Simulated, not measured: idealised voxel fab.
The document below concerns the process module designated voxel self aligned vias.
Section cut is 245 nm wide and gridded with 5 nm square cells.
This document writes a cross-section as a grid whose cells are square, and gives it as bands, listed from the top down; one or more rows of cells form a band. Read a band's entry like this: the first values are the height of its top and the height of its bottom in nm, and what follows is the sequence of materials from left to right, each with its width in nm. Note that "blank" is empty space, and that a single material marked "everywhere" reaches across the band from edge to edge. Where do heights start? At 0: under that level the wafer as delivered is made of one material only. And the lowest band has no floor; it just carries on downward, as in "z 0 and below". Note: "30->40" means the width goes from the first number (top row of the band) to the second number (bottom row) in equal steps per row of cells. "same as before" after a step means that no cell of the cross-section changed. In "Sealed void list" the enclosed voids are listed, meaning empty spaces of 8 cells or larger without any opening to the top. The form is width x height at distance, distance from the left edge, units nm. Read whatever lies past the settings on a step's line as the simulator's own remark about the step. "overlay nm" denotes, for a step that has a mask, the displacement of the mask to the right of its planned place, with negative values corresponding to the left.
# Intended process steps
1,RECEIVE [material Si]
2,CONFORMAL_DEP [material SiO2] [thk nm 15]
3,CONFORMAL_DEP [material SiCN] [thk nm 5]
4,DIRECTIONAL_DEP [material SiO2] [thk nm 20]
5,MASKED_ETCH [tone open] [mask id LINES] [width nm 25] [pitch nm 60] [etch materials SiO2] [depth nm 20] [overlay nm -15]
6,CONFORMAL_DEP [material TiN] [thk nm 5]
7,FILL_DEP [material W] [thk nm 10]
8,CMP [height nm 40]
9,SELECTIVE_ETCH [etch materials W Ru TiN] [depth nm 10]
10,FILL_DEP [material SiN] [thk nm 5]
11,CMP [height nm 40]
12,DIRECTIONAL_DEP [material SiO2] [thk nm 15]
13,MASKED_ETCH [tone open] [mask id VIAS] [width nm 45] [pitch nm 60] [etch materials SiO2] [depth nm 15] [overlay nm 0]
14,MASKED_ETCH [tone open] [mask id VIAS] [width nm 45] [pitch nm 60] [etch materials SiN] [depth nm 10] [overlay nm 0]
15,CONFORMAL_DEP [material TiN] [thk nm 5]
16,FILL_DEP [material Cu] [thk nm 10]
17,CMP [height nm 55]
18,CONFORMAL_DEP [material SiCN] [thk nm 5]
Quick note for whoever runs this: the wafers start identical, but the overlay nm at step 5 isn't the same across them. The plan just shows what the first wafer had.
# After step 1, as received: first of several wafers, cross-section
- z 0 and below  Si everywhere
- Sealed void list: none
# each wafer at the end: cells of each material gained (+) or lost (-) since it was received, then its closed voids
overlay nm -15 | +36 Cu | +98 SiCN | +4 SiN | +396 SiO2 | +48 TiN | +6 W | Sealed void list: none
overlay nm -10 | +40 Cu | +98 SiCN | +396 SiO2 | +48 TiN | +6 W | Sealed void list: none
overlay nm -5 | +40 Cu | +98 SiCN | +396 SiO2 | +48 TiN | +6 W | Sealed void list: none
overlay nm 0 | +40 Cu | +98 SiCN | +396 SiO2 | +48 TiN | +6 W | Sealed void list: none
overlay nm 5 | +40 Cu | +98 SiCN | +396 SiO2 | +48 TiN | +6 W | Sealed void list: none
overlay nm 10 | +40 Cu | +98 SiCN | +396 SiO2 | +48 TiN | +6 W | Sealed void list: none
overlay nm 15 | +36 Cu | +98 SiCN | +4 SiN | +396 SiO2 | +48 TiN | +6 W | Sealed void list: none
